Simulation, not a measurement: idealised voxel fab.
process module | voxel self aligned contacts
cross-section cut | 210 nm wide | cells 5 nm
A cross-section is a grid of square cells, given in bands from the top down. A band is one or more rows of cells.
Each band's line starts with the height of the band's top and of its bottom, in nm. Then come its materials from left to right, each with its width in nm. One material with "throughout" fills the band from edge to edge. "air" is empty space.
Height 0 is the level under which the wafer as received is all one material. The lowest band goes on downwards, as in "0 down".
A width such as "30 to 40" changes by the same amount from each row of cells to the next, from the band's top row to its bottom row.
"no change" after a step means that no cell of the cross-section changed.
closed voids: empty space of 8 cells or more with no open way to the top, each as width x height at its distance from the left edge, in nm
after a step's settings: what the simulator itself notes on the step
overlay nm, on a step with a mask: how far to the right of its planned place the mask lay; to the left if negative
plan
1 op RECEIVE | material Si
2 op OXIDIZE | depth nm 5
3 op DIRECTIONAL_DEP | material polySi | thk nm 25
4 op DIRECTIONAL_DEP | material SiN | thk nm 20
5 op PATTERN | tone cover | mask id GATE | material resist | width nm 30 | pitch nm 55 | thk nm 15 | overlay nm 0
6 op DIRECTIONAL_ETCH | etch materials SiN | depth nm 20
7 op DIRECTIONAL_ETCH | etch materials polySi | depth nm 25
8 op STRIP | etch materials resist
9 op CONFORMAL_DEP | material SiN | thk nm 5
10 op DIRECTIONAL_ETCH | etch materials SiN | depth nm 5
11 op FILL_DEP | material SiO2 | thk nm 15
12 op CMP | height nm 55
13 op PATTERN | tone open | mask id CONTACT | material resist | width nm 35 | pitch nm 55 | thk nm 15 | overlay nm 0
14 op DIRECTIONAL_ETCH | etch materials SiO2 | depth nm 60
15 op STRIP | etch materials resist
16 op CONFORMAL_DEP | material TiN | thk nm 5
17 op FILL_DEP | material W | thk nm 10
18 op CMP | height nm 55
19 op CONFORMAL_DEP | material SiCN | thk nm 5
first wafer, as planned
as received, after step 1
  0 down: Si throughout
  closed voids: none
after step 2
  0 to -5: SiO2 throughout
  below -5: unchanged
after step 3
  25 to 0: polySi throughout
  below 0: unchanged
after step 4
  45 to 25: SiN throughout
  below 25: unchanged
after step 5
  60 to 45: air 35 | resist 30 | air 25 | resist 30 | air 25 | resist 30 | air 35
  below 45: unchanged
after step 6
  60 to 45: air 35 | resist 30 | air 25 | resist 30 | air 25 | resist 30 | air 35
  45 to 25: air 35 | SiN 30 | air 25 | SiN 30 | air 25 | SiN 30 | air 35
  below 25: unchanged
after step 7
  60 to 45: air 35 | resist 30 | air 25 | resist 30 | air 25 | resist 30 | air 35
  45 to 25: air 35 | SiN 30 | air 25 | SiN 30 | air 25 | SiN 30 | air 35
  25 to 0: air 35 | polySi 30 | air 25 | polySi 30 | air 25 | polySi 30 | air 35
  below 0: unchanged
after step 8
  45 to 25: air 35 | SiN 30 | air 25 | SiN 30 | air 25 | SiN 30 | air 35
  below 25: unchanged
after step 9
  50 to 25: air 30 | SiN 40 | air 15 | SiN 40 | air 15 | SiN 40 | air 30
  25 to 5: air 30 | SiN 5 | polySi 30 | SiN 5 | air 15 | SiN 5 | polySi 30 | SiN 5 | air 15 | SiN 5 | polySi 30 | SiN 5 | air 30
  5 to 0: SiN 35 | polySi 30 | SiN 25 | polySi 30 | SiN 25 | polySi 30 | SiN 35
  below 0: unchanged
after step 10
  45 to 25: air 30 | SiN 40 | air 15 | SiN 40 | air 15 | SiN 40 | air 30
  25 to 0: air 30 | SiN 5 | polySi 30 | SiN 5 | air 15 | SiN 5 | polySi 30 | SiN 5 | air 15 | SiN 5 | polySi 30 | SiN 5 | air 30
  below 0: unchanged
after step 11
  60 to 45: SiO2 throughout
  45 to 25: SiO2 30 | SiN 40 | SiO2 15 | SiN 40 | SiO2 15 | SiN 40 | SiO2 30
  25 to 0: SiO2 30 | SiN 5 | polySi 30 | SiN 5 | SiO2 15 | SiN 5 | polySi 30 | SiN 5 | SiO2 15 | SiN 5 | polySi 30 | SiN 5 | SiO2 30
  below 0: unchanged
after step 12
  55 to 45: SiO2 throughout
  below 45: unchanged
after step 13
  70 to 55: resist 60 | air 35 | resist 20 | air 35 | resist 60
  below 55: unchanged
after step 14
  70 to 55: resist 60 | air 35 | resist 20 | air 35 | resist 60
  55 to 45: SiO2 60 | air 35 | SiO2 20 | air 35 | SiO2 60
  45 to 25: SiO2 30 | SiN 40 | air 15 | SiN 40 | air 15 | SiN 40 | SiO2 30
  25 to 0: SiO2 30 | SiN 5 | polySi 30 | SiN 5 | air 15 | SiN 5 | polySi 30 | SiN 5 | air 15 | SiN 5 | polySi 30 | SiN 5 | SiO2 30
  0 to -5: SiO2 70 | air 15 | SiO2 40 | air 15 | SiO2 70
  below -5: unchanged
after step 15
  55 to 45: SiO2 60 | air 35 | SiO2 20 | air 35 | SiO2 60
  below 45: unchanged
after step 16
  60 to 55: TiN 65 | air 25 | TiN 30 | air 25 | TiN 65
  55 to 45: SiO2 60 | TiN 5 to 15 | air 25 to 5 | TiN 5 to 15 | SiO2 20 | TiN 5 to 15 | air 25 to 5 | TiN 5 to 15 | SiO2 60
  45 to 25: SiO2 30 | SiN 40 | TiN 5 | air 5 | TiN 5 | SiN 40 | TiN 5 | air 5 | TiN 5 | SiN 40 | SiO2 30
  25 to 0: SiO2 30 | SiN 5 | polySi 30 | SiN 5 | TiN 5 | air 5 | TiN 5 | SiN 5 | polySi 30 | SiN 5 | TiN 5 | air 5 | TiN 5 | SiN 5 | polySi 30 | SiN 5 | SiO2 30
  0 to -5: SiO2 70 | TiN 15 | SiO2 40 | TiN 15 | SiO2 70
  below -5: unchanged
after step 17
  70 to 60: W throughout
  60 to 55: TiN 65 | W 25 | TiN 30 | W 25 | TiN 65
  55 to 45: SiO2 60 | TiN 5 to 15 | W 25 to 5 | TiN 5 to 15 | SiO2 20 | TiN 5 to 15 | W 25 to 5 | TiN 5 to 15 | SiO2 60
  45 to 25: SiO2 30 | SiN 40 | TiN 5 | W 5 | TiN 5 | SiN 40 | TiN 5 | W 5 | TiN 5 | SiN 40 | SiO2 30
  25 to 0: SiO2 30 | SiN 5 | polySi 30 | SiN 5 | TiN 5 | W 5 | TiN 5 | SiN 5 | polySi 30 | SiN 5 | TiN 5 | W 5 | TiN 5 | SiN 5 | polySi 30 | SiN 5 | SiO2 30
  below 0: unchanged
after step 18
  55 to 45: SiO2 60 | TiN 5 to 15 | W 25 to 5 | TiN 5 to 15 | SiO2 20 | TiN 5 to 15 | W 25 to 5 | TiN 5 to 15 | SiO2 60
  below 45: unchanged
after step 19
  60 to 55: SiCN throughout
  below 55: unchanged
second wafer: like start, like plan, one mistake. Through step 12 it matches the first wafer
when step 13 should have ended
  70 to 55: resist 65 | air 25 | resist 30 | air 25 | resist 65
  below 55: unchanged
when step 14 should have ended
  70 to 55: resist 65 | air 25 | resist 30 | air 25 | resist 65
  55 to 45: SiO2 65 | air 25 | SiO2 30 | air 25 | SiO2 65
  45 to 25: SiO2 30 | SiN 40 | air 15 | SiN 40 | air 15 | SiN 40 | SiO2 30
  25 to 0: SiO2 30 | SiN 5 | polySi 30 | SiN 5 | air 15 | SiN 5 | polySi 30 | SiN 5 | air 15 | SiN 5 | polySi 30 | SiN 5 | SiO2 30
  0 to -5: SiO2 70 | air 15 | SiO2 40 | air 15 | SiO2 70
  below -5: unchanged
when step 15 should have ended
  55 to 45: SiO2 65 | air 25 | SiO2 30 | air 25 | SiO2 65
  below 45: unchanged
when step 16 should have ended
  60 to 55: TiN 70 | air 15 | TiN 40 | air 15 | TiN 70
  55 to 45: SiO2 65 | TiN 5 to 10 | air 15 to 5 | TiN 5 to 10 | SiO2 30 | TiN 5 to 10 | air 15 to 5 | TiN 5 to 10 | SiO2 65
  45 to 25: SiO2 30 | SiN 40 | TiN 5 | air 5 | TiN 5 | SiN 40 | TiN 5 | air 5 | TiN 5 | SiN 40 | SiO2 30
  25 to 0: SiO2 30 | SiN 5 | polySi 30 | SiN 5 | TiN 5 | air 5 | TiN 5 | SiN 5 | polySi 30 | SiN 5 | TiN 5 | air 5 | TiN 5 | SiN 5 | polySi 30 | SiN 5 | SiO2 30
  0 to -5: SiO2 70 | TiN 15 | SiO2 40 | TiN 15 | SiO2 70
  below -5: unchanged
when step 17 should have ended
  70 to 60: W throughout
  60 to 55: TiN 70 | W 15 | TiN 40 | W 15 | TiN 70
  55 to 45: SiO2 65 | TiN 5 to 10 | W 15 to 5 | TiN 5 to 10 | SiO2 30 | TiN 5 to 10 | W 15 to 5 | TiN 5 to 10 | SiO2 65
  45 to 25: SiO2 30 | SiN 40 | TiN 5 | W 5 | TiN 5 | SiN 40 | TiN 5 | W 5 | TiN 5 | SiN 40 | SiO2 30
  25 to 0: SiO2 30 | SiN 5 | polySi 30 | SiN 5 | TiN 5 | W 5 | TiN 5 | SiN 5 | polySi 30 | SiN 5 | TiN 5 | W 5 | TiN 5 | SiN 5 | polySi 30 | SiN 5 | SiO2 30
  below 0: unchanged
when step 18 should have ended
  55 to 45: SiO2 65 | TiN 5 to 10 | W 15 to 5 | TiN 5 to 10 | SiO2 30 | TiN 5 to 10 | W 15 to 5 | TiN 5 to 10 | SiO2 65
  below 45: unchanged
when step 19 should have ended
  60 to 55: SiCN throughout
  below 55: unchanged
what went wrong: step 13 ran as: op PATTERN | tone open | mask id CONTACT | material resist | width nm 25 | pitch nm 55 | thk nm 15 | overlay nm 0
at the end the second wafer has, in cells: 8 more of SiO2 | 4 fewer of TiN | 4 fewer of W
